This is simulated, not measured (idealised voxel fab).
Module name: voxel wiring stack (process module)
Displayed cross-section: cut, width of 155 nm, square cells sized 5 nm.
Cross-section layout: square cells on a grid; listed as bands, top to bottom; a band spans one or more cell rows. Look at the band entry: it leads with the top's height and the bottom's height in nm. Then it lists the materials left to right, with a width in nm for each. The word "throughout" on a single material says that material fills the band edge to edge. The word "empty" is empty space. All heights in this document are referenced to 0, defined as the level beneath which the wafer, as received, consists entirely of one material. The lowest band is not bounded below; it extends indefinitely downward and is written in the form "0 and below". Quick explanation for "30->40": the width changes in equal steps down the rows of cells, from the first number in the band's top row to the second number in its bottom row. When a step is marked "nothing was modified", none of the cells in the cross-section changed during that step. If an empty space has no open way to the top and is at least 8 cells in size, "Closed-off voids" lists it, written width x height at distance, where distance is measured from the left edge and every value is in nm. Heads up: the bit after the settings on a step's line is the simulator's remark on that step. The optional step-line setting "overlay nm" applies to steps with a mask and quantifies how far to the right of its planned location the mask lay, a negative value indicating leftward placement.

Steps in the process plan
1) op RECEIVE | material Si
2) op CONFORMAL_DEP | material SiO2 | thk nm 10
3) op CONFORMAL_DEP | material SiN | thk nm 5
4) op DIRECTIONAL_DEP | material SiO2 | thk nm 15
5) op MASKED_ETCH | tone open | mask id METAL_1 | width nm 30 | pitch nm 60 | etch materials SiO2 | depth nm 15 | overlay nm 0
6) op MASKED_ETCH | tone open | mask id METAL_1 | width nm 30 | pitch nm 60 | etch materials SiN | depth nm 5 | overlay nm 0
7) op CONFORMAL_DEP | material TiN | thk nm 5
8) op FILL_DEP | material Ru | thk nm 10
9) op CMP | height nm 30
10) op CONFORMAL_DEP | material SiCN | thk nm 5
11) op DIRECTIONAL_DEP | material lowk | thk nm 15
12) op DIRECTIONAL_DEP | material aC | thk nm 10
13) op PATTERN | tone open | mask id PLUG_1 | material resist | width nm 15 | thk nm 30 | overlay nm 0
14) op DIRECTIONAL_ETCH | etch materials aC | depth nm 10
15) op STRIP | etch materials resist
16) op DIRECTIONAL_ETCH | etch materials lowk | depth nm 15
17) op DIRECTIONAL_ETCH | etch materials SiCN | depth nm 5
18) op STRIP | etch materials aC
19) op CONFORMAL_DEP | material TiN | thk nm 5
20) op FILL_DEP | material Cu | thk nm 5
21) op CMP | height nm 50
22) op DIRECTIONAL_DEP | material TiN | thk nm 5
23) op DIRECTIONAL_DEP | material W | thk nm 25
24) op PATTERN | tone cover | mask id METAL_2 | material resist | width nm 30 | pitch nm 60 | thk nm 20 | overlay nm 0
25) op DIRECTIONAL_ETCH | etch materials W | depth nm 25
26) op DIRECTIONAL_ETCH | etch materials TiN | depth nm 5
27) op STRIP | etch materials resist
28) op FILL_DEP | material lowk | thk nm 10
29) op CMP | height nm 80
30) op CONFORMAL_DEP | material SiCN | thk nm 5
31) op DIRECTIONAL_DEP | material SiO2 | thk nm 30
32) op MASKED_ETCH | tone open | mask id METAL_3_HOLES | width nm 15 | etch materials SiO2 | depth nm 30 | overlay nm 0
33) op MASKED_ETCH | tone open | mask id METAL_3 | width nm 30 | pitch nm 60 | etch materials SiO2 | depth nm 20 | overlay nm 0
34) op MASKED_ETCH | tone open | mask id METAL_3 | width nm 30 | pitch nm 60 | etch materials SiCN | depth nm 5 | overlay nm -15
35) op CONFORMAL_DEP | material TiN | thk nm 5
36) op FILL_DEP | material Ru | thk nm 10
37) op CMP | height nm 115
38) op CONFORMAL_DEP | material SiCN | thk nm 5
39) op DIRECTIONAL_DEP | material lowk | thk nm 10
40) op PATTERN | tone open | mask id PLUG_3 | material resist | width nm 15 | pitch nm 60 | thk nm 15 | overlay nm 0
41) op DIRECTIONAL_ETCH | etch materials lowk | depth nm 10
42) op DIRECTIONAL_ETCH | etch materials SiCN | depth nm 5
43) op STRIP | etch materials resist
44) op EPI | material Ru | thk nm 10
45) op EPI | material Ru | thk nm 5
46) op CONFORMAL_DEP | material SiCN | thk nm 5
47) op DIRECTIONAL_DEP | material lowk | thk nm 20
48) op PATTERN | tone open | mask id METAL_4 | material resist | width nm 30 | pitch nm 60 | thk nm 15 | overlay nm 0
49) op DIRECTIONAL_ETCH | etch materials lowk | depth nm 20
50) op DIRECTIONAL_ETCH | etch materials SiCN | depth nm 5
51) op STRIP | etch materials resist
52) op CONFORMAL_DEP | material TiN | thk nm 5
53) op FILL_DEP | material Cu | thk nm 5
54) op CMP | height nm 155
55) op CONFORMAL_DEP | material SiCN | thk nm 5
varied across the wafers: overlay nm of step 34. The plan shows the first wafer's value. All wafers start alike

After step 1, as received: first of several wafers, cross-section
* 0 and below | Si throughout
* Closed-off voids: none

End of the module, past its last step, step 55: how the first of several wafers looks in cross-section
* 160 down to 155 | SiCN throughout
* 155 down to 135 | lowk: 30, then TiN: 5, then Cu: 20, then TiN: 5, then lowk: 30, then TiN: 5, then Cu: 20, then TiN: 5, then lowk: 35
* 135 down to 130 | SiCN: 30, then TiN: 30, then SiCN: 30, then TiN: 30, then SiCN: 35
* 130 down to 120 | lowk: 30, then Ru: 15, then lowk: 45, then Ru: 15, then lowk: 50
* 120 down to 115 | SiCN: 30, then Ru: 15, then SiCN: 45, then Ru: 15, then SiCN: 50
* 115 down to 100 | SiO2: 30, then TiN: 5, then Ru: 20, then TiN: 5, then SiO2: 30, then TiN: 5, then Ru: 20, then TiN: 5, then SiO2: 35
* 100 down to 95 | SiO2: 30, then TiN: 5, then Ru: 5, then TiN: 20, then SiO2: 30, then TiN: 30, then SiO2: 35
* 95 down to 85 | SiO2: 30, then TiN: 5, then Ru: 5, then TiN: 5, then SiO2: 110
* 85 down to 80 | SiCN: 30, then TiN: 15, then SiCN: 110
* 80 down to 55 | lowk: 30, then W: 30, then lowk: 30, then W: 30, then lowk: 35
* 55 down to 50 | lowk: 30, then TiN: 30, then lowk: 30, then TiN: 30, then lowk: 35
* 50 down to 35 | lowk: 30, then TiN: 5, then Cu: 5, then TiN: 5, then lowk: 110
* 35 down to 30 | SiCN: 30, then TiN: 15, then SiCN: 110
* 30 down to 15 | SiO2: 30, then TiN: 5, then Ru: 20, then TiN: 5, then SiO2: 30, then TiN: 5, then Ru: 20, then TiN: 5, then SiO2: 35
* 15 down to 10 | SiN: 30, then TiN: 30, then SiN: 30, then TiN: 30, then SiN: 35
* 10 down to 0 | SiO2 throughout
* 0 and below | Si throughout
* Closed-off voids: none

Cross-section at module completion, last wafer
* 160 down to 155 | SiCN throughout
* 155 down to 135 | lowk: 30, then TiN: 5, then Cu: 20, then TiN: 5, then lowk: 30, then TiN: 5, then Cu: 20, then TiN: 5, then lowk: 35
* 135 down to 130 | SiCN: 30, then TiN: 30, then SiCN: 30, then TiN: 30, then SiCN: 35
* 130 down to 120 | lowk: 30, then Ru: 15, then lowk: 45, then Ru: 15, then lowk: 50
* 120 down to 115 | SiCN: 30, then Ru: 15, then SiCN: 45, then Ru: 15, then SiCN: 50
* 115 down to 100 | SiO2: 30, then TiN: 5, then Ru: 20, then TiN: 5, then SiO2: 30, then TiN: 5, then Ru: 20, then TiN: 5, then SiO2: 35
* 100 down to 95 | SiO2: 30, then TiN: 5, then Ru: 5, then TiN: 20, then SiO2: 30, then TiN: 30, then SiO2: 35
* 95 down to 90 | SiO2: 30, then TiN: 5, then Ru: 5, then TiN: 5, then SiO2: 110
* 90 down to 85 | SiO2: 30, then TiN: 15, then SiO2: 110
* 85 down to 80 | SiCN throughout
* 80 down to 55 | lowk: 30, then W: 30, then lowk: 30, then W: 30, then lowk: 35
* 55 down to 50 | lowk: 30, then TiN: 30, then lowk: 30, then TiN: 30, then lowk: 35
* 50 down to 35 | lowk: 30, then TiN: 5, then Cu: 5, then TiN: 5, then lowk: 110
* 35 down to 30 | SiCN: 30, then TiN: 15, then SiCN: 110
* 30 down to 15 | SiO2: 30, then TiN: 5, then Ru: 20, then TiN: 5, then SiO2: 30, then TiN: 5, then Ru: 20, then TiN: 5, then SiO2: 35
* 15 down to 10 | SiN: 30, then TiN: 30, then SiN: 30, then TiN: 30, then SiN: 35
* 10 down to 0 | SiO2 throughout
* 0 and below | Si throughout
* Closed-off voids: none

Below, a row for every wafer. Read it as the end-of-module picture: for each material the wafer shows its cells gained (+) or lost (-) since it was received, and then its closed voids
overlay nm -15 | +35 Cu | +69 Ru | +131 SiCN | +19 SiN | +251 SiO2 | +103 TiN | +60 W | +324 lowk | Closed-off voids: none
overlay nm -10 | +35 Cu | +69 Ru | +131 SiCN | +19 SiN | +251 SiO2 | +103 TiN | +60 W | +324 lowk | Closed-off voids: none
overlay nm -5 | +35 Cu | +69 Ru | +131 SiCN | +19 SiN | +251 SiO2 | +103 TiN | +60 W | +324 lowk | Closed-off voids: none
overlay nm 0 | +35 Cu | +69 Ru | +131 SiCN | +19 SiN | +251 SiO2 | +103 TiN | +60 W | +324 lowk | Closed-off voids: none
overlay nm 5 | +35 Cu | +68 Ru | +132 SiCN | +19 SiN | +251 SiO2 | +103 TiN | +60 W | +324 lowk | Closed-off voids: none
overlay nm 10 | +35 Cu | +68 Ru | +133 SiCN | +19 SiN | +251 SiO2 | +102 TiN | +60 W | +324 lowk | Closed-off voids: none
overlay nm 15 | +35 Cu | +68 Ru | +134 SiCN | +19 SiN | +251 SiO2 | +101 TiN | +60 W | +324 lowk | Closed-off voids: none
